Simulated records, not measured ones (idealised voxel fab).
The following process module bears the name voxel self aligned contacts.
The width of the displayed cross-section, cut, is 260 nm; its cells are square, with a size of 5 nm.
A cross-section in this document is a grid of square cells, and it is written down as bands, the top band listed before the ones below it; a band is made up of one or more rows of cells. For a band, the entry starts with two heights in nm, that of the top and then that of the bottom, and carries on with the band's materials in order from left to right, each alongside its width in nm; the word "everywhere" beside a single material means it fills the band edge to edge, and "air" means empty space. It should be noted that heights are counted from 0, beneath which the wafer as supplied is of one material throughout, and that the lowest band possesses no lower boundary but continues downward, as written in "0..down". Think of "30->40" as a width that walks from the first number to the second as you go down the band, top row to bottom row, taking equal-sized steps from row to row. Take "no modifications" at face value: in the step it is given for, the cross-section changed in none of its cells. Any empty space of 8 cells or more lacking an open way to the top shows up in "Voids, sealed" as width x height at distance, distance from the left edge, in nm. The remark found on a step's line after its settings is issued by the simulator itself and pertains to that step. A step line may carry the setting "overlay nm", which, for steps involving a mask, states the distance by which the mask lay to the right of its intended position; negative values denote displacement to the left.

## Planned step list for the process
1: RECEIVE,material Si
2: OXIDIZE,depth nm 5
3: DIRECTIONAL_DEP,material polySi,thk nm 25
4: DIRECTIONAL_DEP,material SiN,thk nm 25
5: MASKED_ETCH,tone cover,mask id GATE,width nm 30,pitch nm 75,etch materials SiN,depth nm 25,overlay nm 0
6: MASKED_ETCH,tone cover,mask id GATE,width nm 30,pitch nm 75,etch materials polySi,depth nm 25,overlay nm 0
7: CONFORMAL_DEP,material SiN,thk nm 10
8: DIRECTIONAL_ETCH,etch materials SiN,depth nm 10
9: FILL_DEP,material SiO2,thk nm 15
10: CMP,height nm 60
11: DIRECTIONAL_DEP,material aC,thk nm 10
12: PATTERN,tone open,mask id CONTACT,material resist,width nm 55,pitch nm 75,thk nm 30,overlay nm 0
13: DIRECTIONAL_ETCH,etch materials aC,depth nm 10
14: STRIP,etch materials resist
15: DIRECTIONAL_ETCH,etch materials SiO2,depth nm 65
16: STRIP,etch materials aC
17: CONFORMAL_DEP,material TiN,thk nm 5
18: FILL_DEP,material Ru,thk nm 10
19: CMP,height nm 60
20: CONFORMAL_DEP,material SiCN,thk nm 5

## first wafer, as planned

## Shown in cross-section is the wafer as received, that is, as it stands after step 1
* 0..down | Si everywhere
* Voids, sealed: none

## Wafer after step 2 (cross-section)
* 0..-5 | SiO2 everywhere
* All layers under -5 are left as they were.

## Wafer after step 3 (cross-section)
* 25..0 | polySi everywhere
* All layers under 0 are left as they were.

## Wafer after step 4 (cross-section)
* 50..25 | SiN everywhere
* All layers under 25 are left as they were.

## Wafer after step 5 (cross-section)
* 50..25 | 40 nm air  30 nm SiN  45 nm air  30 nm SiN  45 nm air  30 nm SiN  40 nm air
* All layers under 25 are left as they were.

## Wafer after step 6 (cross-section)
* 50..25 | 40 nm air  30 nm SiN  45 nm air  30 nm SiN  45 nm air  30 nm SiN  40 nm air
* 25..0 | 40 nm air  30 nm polySi  45 nm air  30 nm polySi  45 nm air  30 nm polySi  40 nm air
* All layers under 0 are left as they were.

## Wafer after step 7 (cross-section)
* 60..25 | 30 nm air  50 nm SiN  25 nm air  50 nm SiN  25 nm air  50 nm SiN  30 nm air
* 25..10 | 30 nm air  10 nm SiN  30 nm polySi  10 nm SiN  25 nm air  10 nm SiN  30 nm polySi  10 nm SiN  25 nm air  10 nm SiN  30 nm polySi  10 nm SiN  30 nm air
* 10..0 | 40 nm SiN  30 nm polySi  45 nm SiN  30 nm polySi  45 nm SiN  30 nm polySi  40 nm SiN
* All layers under 0 are left as they were.

## Wafer after step 8 (cross-section)
* 50..25 | 30 nm air  50 nm SiN  25 nm air  50 nm SiN  25 nm air  50 nm SiN  30 nm air
* 25..0 | 30 nm air  10 nm SiN  30 nm polySi  10 nm SiN  25 nm air  10 nm SiN  30 nm polySi  10 nm SiN  25 nm air  10 nm SiN  30 nm polySi  10 nm SiN  30 nm air
* All layers under 0 are left as they were.

## Wafer after step 9 (cross-section)
* 65..50 | SiO2 everywhere
* 50..25 | 30 nm SiO2  50 nm SiN  25 nm SiO2  50 nm SiN  25 nm SiO2  50 nm SiN  30 nm SiO2
* 25..0 | 30 nm SiO2  10 nm SiN  30 nm polySi  10 nm SiN  25 nm SiO2  10 nm SiN  30 nm polySi  10 nm SiN  25 nm SiO2  10 nm SiN  30 nm polySi  10 nm SiN  30 nm SiO2
* All layers under 0 are left as they were.

## Wafer after step 10 (cross-section)
* 60..50 | SiO2 everywhere
* All layers under 50 are left as they were.

## Wafer after step 11 (cross-section)
* 70..60 | aC everywhere
* All layers under 60 are left as they were.

## Wafer after step 12 (cross-section)
* 100..70 | 65 nm resist  55 nm air  20 nm resist  55 nm air  65 nm resist
* All layers under 70 are left as they were.

## Wafer after step 13 (cross-section)
* 90..70 | 65 nm resist  55 nm air  20 nm resist  55 nm air  65 nm resist
* 70..60 | 65 nm aC  55 nm air  20 nm aC  55 nm air  65 nm aC
* All layers under 60 are left as they were.

## Wafer after step 14 (cross-section)
* 70..60 | 65 nm aC  55 nm air  20 nm aC  55 nm air  65 nm aC
* All layers under 60 are left as they were.

## Wafer after step 15 (cross-section)
* 70..60 | 65 nm aC  55 nm air  20 nm aC  55 nm air  65 nm aC
* 60..50 | 65 nm SiO2  55 nm air  20 nm SiO2  55 nm air  65 nm SiO2
* 50..25 | 30 nm SiO2  50 nm SiN  25 nm air  50 nm SiN  25 nm air  50 nm SiN  30 nm SiO2
* 25..0 | 30 nm SiO2  10 nm SiN  30 nm polySi  10 nm SiN  25 nm air  10 nm SiN  30 nm polySi  10 nm SiN  25 nm air  10 nm SiN  30 nm polySi  10 nm SiN  30 nm SiO2
* 0..-5 | 80 nm SiO2  25 nm air  50 nm SiO2  25 nm air  80 nm SiO2
* All layers under -5 are left as they were.

## Wafer after step 16 (cross-section)
* 60..50 | 65 nm SiO2  55 nm air  20 nm SiO2  55 nm air  65 nm SiO2
* All layers under 50 are left as they were.

## Wafer after step 17 (cross-section)
* 65..60 | 70 nm TiN  45 nm air  30 nm TiN  45 nm air  70 nm TiN
* 60..50 | 65 nm SiO2  5->20 nm TiN  45->15 nm air  5->20 nm TiN  20 nm SiO2  5->20 nm TiN  45->15 nm air  5->20 nm TiN  65 nm SiO2
* 50..25 | 30 nm SiO2  50 nm SiN  5 nm TiN  15 nm air  5 nm TiN  50 nm SiN  5 nm TiN  15 nm air  5 nm TiN  50 nm SiN  30 nm SiO2
* 25..0 | 30 nm SiO2  10 nm SiN  30 nm polySi  10 nm SiN  5 nm TiN  15 nm air  5 nm TiN  10 nm SiN  30 nm polySi  10 nm SiN  5 nm TiN  15 nm air  5 nm TiN  10 nm SiN  30 nm polySi  10 nm SiN  30 nm SiO2
* 0..-5 | 80 nm SiO2  25 nm TiN  50 nm SiO2  25 nm TiN  80 nm SiO2
* All layers under -5 are left as they were.

## Wafer after step 18 (cross-section)
* 75..65 | Ru everywhere
* 65..60 | 70 nm TiN  45 nm Ru  30 nm TiN  45 nm Ru  70 nm TiN
* 60..50 | 65 nm SiO2  5->20 nm TiN  45->15 nm Ru  5->20 nm TiN  20 nm SiO2  5->20 nm TiN  45->15 nm Ru  5->20 nm TiN  65 nm SiO2
* 50..25 | 30 nm SiO2  50 nm SiN  5 nm TiN  15 nm Ru  5 nm TiN  50 nm SiN  5 nm TiN  15 nm Ru  5 nm TiN  50 nm SiN  30 nm SiO2
* 25..0 | 30 nm SiO2  10 nm SiN  30 nm polySi  10 nm SiN  5 nm TiN  15 nm Ru  5 nm TiN  10 nm SiN  30 nm polySi  10 nm SiN  5 nm TiN  15 nm Ru  5 nm TiN  10 nm SiN  30 nm polySi  10 nm SiN  30 nm SiO2
* All layers under 0 are left as they were.

## Wafer after step 19 (cross-section)
* 60..50 | 65 nm SiO2  5->20 nm TiN  45->15 nm Ru  5->20 nm TiN  20 nm SiO2  5->20 nm TiN  45->15 nm Ru  5->20 nm TiN  65 nm SiO2
* All layers under 50 are left as they were.

## Wafer after step 20 (cross-section)
* 65..60 | SiCN everywhere
* All layers under 60 are left as they were.

## The second wafer: identical to the first at the outset and in its planned sequence, differing only in that one mistake was made during processing; up to and including step 4, its path is the first wafer's path

## Cross-section of the second wafer when, according to plan, step 5 should have finished
* 50..25 | 35 nm air  30 nm SiN  45 nm air  30 nm SiN  45 nm air  30 nm SiN  45 nm air
* All layers under 25 are left as they were.

## Cross-section of the second wafer when, according to plan, step 6 should have finished
* 50..25 | 35 nm air  30 nm SiN  45 nm air  30 nm SiN  45 nm air  30 nm SiN  45 nm air
* 25..0 | 35 nm air  35 nm polySi  40 nm air  35 nm polySi  40 nm air  35 nm polySi  40 nm air
* All layers under 0 are left as they were.

## Cross-section of the second wafer when, according to plan, step 7 should have finished
* 60..35 | 25 nm air  50 nm SiN  25 nm air  50 nm SiN  25 nm air  50 nm SiN  35 nm air
* 35..25 | 25 nm air  55 nm SiN  20 nm air  55 nm SiN  20 nm air  55 nm SiN  30 nm air
* 25..10 | 25 nm air  10 nm SiN  35 nm polySi  10 nm SiN  20 nm air  10 nm SiN  35 nm polySi  10 nm SiN  20 nm air  10 nm SiN  35 nm polySi  10 nm SiN  30 nm air
* 10..0 | 35 nm SiN  35 nm polySi  40 nm SiN  35 nm polySi  40 nm SiN  35 nm polySi  40 nm SiN
* All layers under 0 are left as they were.

## Cross-section of the second wafer when, according to plan, step 8 should have finished
* 50..25 | 25 nm air  50 nm SiN  25 nm air  50 nm SiN  25 nm air  50 nm SiN  35 nm air
* 25..0 | 25 nm air  10 nm SiN  35 nm polySi  10 nm SiN  20 nm air  10 nm SiN  35 nm polySi  10 nm SiN  20 nm air  10 nm SiN  35 nm polySi  10 nm SiN  30 nm air
* All layers under 0 are left as they were.

## Cross-section of the second wafer when, according to plan, step 9 should have finished
* 65..50 | SiO2 everywhere
* 50..25 | 25 nm SiO2  50 nm SiN  25 nm SiO2  50 nm SiN  25 nm SiO2  50 nm SiN  35 nm SiO2
* 25..0 | 25 nm SiO2  10 nm SiN  35 nm polySi  10 nm SiN  20 nm SiO2  10 nm SiN  35 nm polySi  10 nm SiN  20 nm SiO2  10 nm SiN  35 nm polySi  10 nm SiN  30 nm SiO2
* All layers under 0 are left as they were.

## Cross-section of the second wafer when, according to plan, step 10 should have finished
* 60..50 | SiO2 everywhere
* All layers under 50 are left as they were.

## Cross-section of the second wafer when, according to plan, step 11 should have finished
* 70..60 | aC everywhere
* All layers under 60 are left as they were.

## Cross-section of the second wafer when, according to plan, step 12 should have finished
* 100..70 | 65 nm resist  55 nm air  20 nm resist  55 nm air  65 nm resist
* All layers under 70 are left as they were.

## Cross-section of the second wafer when, according to plan, step 13 should have finished
* 90..70 | 65 nm resist  55 nm air  20 nm resist  55 nm air  65 nm resist
* 70..60 | 65 nm aC  55 nm air  20 nm aC  55 nm air  65 nm aC
* All layers under 60 are left as they were.

## Cross-section of the second wafer when, according to plan, step 14 should have finished
* 70..60 | 65 nm aC  55 nm air  20 nm aC  55 nm air  65 nm aC
* All layers under 60 are left as they were.

## Cross-section of the second wafer when, according to plan, step 15 should have finished
* 70..60 | 65 nm aC  55 nm air  20 nm aC  55 nm air  65 nm aC
* 60..50 | 65 nm SiO2  55 nm air  20 nm SiO2  55 nm air  65 nm SiO2
* 50..25 | 25 nm SiO2  50 nm SiN  25 nm air  50 nm SiN  25 nm air  50 nm SiN  35 nm SiO2
* 25..0 | 25 nm SiO2  10 nm SiN  35 nm polySi  10 nm SiN  20 nm air  10 nm SiN  35 nm polySi  10 nm SiN  20 nm air  10 nm SiN  35 nm polySi  10 nm SiN  30 nm SiO2
* 0..-5 | 80 nm SiO2  20 nm air  55 nm SiO2  20 nm air  85 nm SiO2
* All layers under -5 are left as they were.

## Cross-section of the second wafer when, according to plan, step 16 should have finished
* 60..50 | 65 nm SiO2  55 nm air  20 nm SiO2  55 nm air  65 nm SiO2
* All layers under 50 are left as they were.

## Cross-section of the second wafer when, according to plan, step 17 should have finished
* 65..60 | 70 nm TiN  45 nm air  30 nm TiN  45 nm air  70 nm TiN
* 60..50 | 65 nm SiO2  5->15 nm TiN  45->15 nm air  5->25 nm TiN  20 nm SiO2  5->15 nm TiN  45->15 nm air  5->25 nm TiN  65 nm SiO2
* 50..30 | 25 nm SiO2  50 nm SiN  5 nm TiN  15 nm air  5 nm TiN  50 nm SiN  5 nm TiN  15 nm air  5 nm TiN  50 nm SiN  35 nm SiO2
* 30..25 | 25 nm SiO2  50 nm SiN  10 nm TiN  10 nm air  5 nm TiN  50 nm SiN  10 nm TiN  10 nm air  5 nm TiN  50 nm SiN  35 nm SiO2
* 25..0 | 25 nm SiO2  10 nm SiN  35 nm polySi  10 nm SiN  5 nm TiN  10 nm air  5 nm TiN  10 nm SiN  35 nm polySi  10 nm SiN  5 nm TiN  10 nm air  5 nm TiN  10 nm SiN  35 nm polySi  10 nm SiN  30 nm SiO2
* 0..-5 | 80 nm SiO2  20 nm TiN  55 nm SiO2  20 nm TiN  85 nm SiO2
* All layers under -5 are left as they were.

## Cross-section of the second wafer when, according to plan, step 18 should have finished
* 75..65 | Ru everywhere
* 65..60 | 70 nm TiN  45 nm Ru  30 nm TiN  45 nm Ru  70 nm TiN
* 60..50 | 65 nm SiO2  5->15 nm TiN  45->15 nm Ru  5->25 nm TiN  20 nm SiO2  5->15 nm TiN  45->15 nm Ru  5->25 nm TiN  65 nm SiO2
* 50..30 | 25 nm SiO2  50 nm SiN  5 nm TiN  15 nm Ru  5 nm TiN  50 nm SiN  5 nm TiN  15 nm Ru  5 nm TiN  50 nm SiN  35 nm SiO2
* 30..25 | 25 nm SiO2  50 nm SiN  10 nm TiN  10 nm Ru  5 nm TiN  50 nm SiN  10 nm TiN  10 nm Ru  5 nm TiN  50 nm SiN  35 nm SiO2
* 25..0 | 25 nm SiO2  10 nm SiN  35 nm polySi  10 nm SiN  5 nm TiN  10 nm Ru  5 nm TiN  10 nm SiN  35 nm polySi  10 nm SiN  5 nm TiN  10 nm Ru  5 nm TiN  10 nm SiN  35 nm polySi  10 nm SiN  30 nm SiO2
* All layers under 0 are left as they were.

## Cross-section of the second wafer when, according to plan, step 19 should have finished
* 60..50 | 65 nm SiO2  5->15 nm TiN  45->15 nm Ru  5->25 nm TiN  20 nm SiO2  5->15 nm TiN  45->15 nm Ru  5->25 nm TiN  65 nm SiO2
* All layers under 50 are left as they were.

## Cross-section of the second wafer when, according to plan, step 20 should have finished
* 65..60 | SiCN everywhere
* All layers under 60 are left as they were.
Misprocessing identified: heads up, step 5 didn't go per plan, it actually ran as MASKED_ETCH,tone cover,mask id GATE,width nm 30,pitch nm 75,etch materials SiN,depth nm 25,overlay nm -5
Final cells, second wafer relative to first, materials higher or lower: Ru: 12 fewer; SiO2: 3 fewer; polySi: 15 more
